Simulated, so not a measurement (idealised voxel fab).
The document below concerns the process module designated voxel capacitor over wiring.
Shown is cross-section cut, with a width of 265 nm and square cells of size 5 nm.
Cross-section spec: square-cell grid; bands listed top down; each band is one or more rows. Heads up on the band format: heights come first, top then bottom, in nm. After that it's the materials left to right, each with its width in nm. A single material flagged "edge to edge" fills the whole band edge to edge, and "air" means there's empty space there. Ref level 0: as-received wafer is one material below here. Bottom band extends down with no lower bound ("0 nm and below"). With a width like "30 to 40", each row of cells in the band differs from the next by the same amount, the top row carrying the first number and the bottom row the second. Reading "nothing changed" for a step: not a cell of the cross-section changed in it. The label "Fully sealed voids" introduces a list of the empty spaces, 8 cells or larger, that have no open way up to the top; each entry in it reads width x height at distance, where the distance is taken from the left edge and all three are stated in nm. Past the settings on a step's line: simulator remark, on that step. overlay nm: for a step with a mask, the amount by which the mask lay right of where it was planned; a negative amount means left of it.

Plan:
- 1: RECEIVE: material Si
- 2: CONFORMAL_DEP: material SiO2, thk nm 15
- 3: CONFORMAL_DEP: material SiN, thk nm 5
- 4: DIRECTIONAL_DEP: material SiO2, thk nm 25
- 5: MASKED_ETCH: tone open, mask id METAL_1, width nm 30, pitch nm 90, etch materials SiO2, depth nm 25, overlay nm 0
- 6: MASKED_ETCH: tone open, mask id METAL_1, width nm 30, pitch nm 90, etch materials SiN, depth nm 5, overlay nm 0
- 7: CONFORMAL_DEP: material TiN, thk nm 5
- 8: FILL_DEP: material Cu, thk nm 10
- 9: CMP: height nm 45
- 10: CONFORMAL_DEP: material SiCN, thk nm 5
- 11: DIRECTIONAL_DEP: material SiO2, thk nm 15
- 12: PATTERN: tone open, mask id PLUG_1, material resist, width nm 15, thk nm 15, overlay nm 0
- 13: DIRECTIONAL_ETCH: etch materials SiO2, depth nm 15
- 14: DIRECTIONAL_ETCH: etch materials SiCN, depth nm 5
- 15: STRIP: etch materials resist
- 16: EPI: material Ru, thk nm 10
- 17: EPI: material Ru, thk nm 10
- 18: DIRECTIONAL_DEP: material TiN, thk nm 5
- 19: DIRECTIONAL_DEP: material HfO2, thk nm 5
- 20: DIRECTIONAL_DEP: material TiN, thk nm 10
- 21: PATTERN: tone cover, mask id UPPER_PLATE, material resist, width nm 65, thk nm 15, overlay nm 0
- 22: DIRECTIONAL_ETCH: etch materials TiN, depth nm 10
- 23: DIRECTIONAL_ETCH: etch materials HfO2, depth nm 5
- 24: STRIP: etch materials resist
- 25: PATTERN: tone cover, mask id LOWER_PLATE, material resist, width nm 75, thk nm 15, overlay nm 0
- 26: DIRECTIONAL_ETCH: etch materials TiN, depth nm 5
- 27: STRIP: etch materials resist
- 28: FILL_DEP: material SiO2, thk nm 15
- 29: CMP: height nm 95
- 30: PATTERN: tone open, mask id PLUG_2, material resist, width nm 15, thk nm 20, overlay nm 0
- 31: DIRECTIONAL_ETCH: etch materials SiO2, depth nm 10
- 32: STRIP: etch materials resist
- 33: CONFORMAL_DEP: material TiN, thk nm 5
- 34: FILL_DEP: material Cu, thk nm 10
- 35: CMP: height nm 95
- 36: CONFORMAL_DEP: material SiN, thk nm 5

This is the cross-section of the wafer as we received it, i.e. after step 1:
    0 nm and below = Si edge to edge
    Fully sealed voids: none

Wafer cross-section at module end: first of two, run to plan:
    100 nm to 95 nm = SiN edge to edge
    95 nm to 90 nm = 95 nm SiO2  5 nm TiN  5 nm Cu  5 nm TiN  155 nm SiO2
    90 nm to 85 nm = 95 nm SiO2  15 nm TiN  155 nm SiO2
    85 nm to 75 nm = 85 nm SiO2  65 nm TiN  115 nm SiO2
    75 nm to 70 nm = 85 nm SiO2  65 nm HfO2  115 nm SiO2
    70 nm to 65 nm = 80 nm SiO2  75 nm TiN  110 nm SiO2
    65 nm to 50 nm = 85 nm SiO2  15 nm Ru  165 nm SiO2
    50 nm to 45 nm = 85 nm SiCN  15 nm Ru  165 nm SiCN
    45 nm to 20 nm = 70 nm SiO2  5 nm TiN  20 nm Cu  5 nm TiN  60 nm SiO2  5 nm TiN  20 nm Cu  5 nm TiN  75 nm SiO2
    20 nm to 15 nm = 70 nm SiN  30 nm TiN  60 nm SiN  30 nm TiN  75 nm SiN
    15 nm to 0 nm = SiO2 edge to edge
    0 nm and below = Si edge to edge
    Fully sealed voids: none

Second wafer cross-section at end of module - shared start and plan with the first, one mistake in the run:
    100 nm to 95 nm = SiN edge to edge
    95 nm to 90 nm = 95 nm SiO2  5 nm TiN  5 nm Cu  5 nm TiN  155 nm SiO2
    90 nm to 85 nm = 95 nm SiO2  15 nm TiN  155 nm SiO2
    85 nm to 75 nm = 85 nm SiO2  65 nm TiN  115 nm SiO2
    75 nm to 70 nm = 85 nm SiO2  65 nm HfO2  115 nm SiO2
    70 nm to 65 nm = 80 nm SiO2  75 nm TiN  110 nm SiO2
    65 nm to 50 nm = 85 nm SiO2  15 nm Ru  165 nm SiO2
    50 nm to 45 nm = 85 nm SiCN  15 nm Ru  165 nm SiCN
    45 nm to 25 nm = 70 nm SiO2  5 nm TiN  20 nm Cu  5 nm TiN  60 nm SiO2  5 nm TiN  20 nm Cu  5 nm TiN  75 nm SiO2
    25 nm to 20 nm = 70 nm SiO2  30 nm TiN  60 nm SiO2  30 nm TiN  75 nm SiO2
    20 nm to 5 nm = SiO2 edge to edge
    5 nm to 0 nm = SiN edge to edge
    0 nm and below = Si edge to edge
    Fully sealed voids: none
Processing error: swap of plan steps 2 and 3 during execution
FYI, end of process, the second wafer has more or fewer cells of some materials than the first: Cu -8, SiN +12, TiN -4
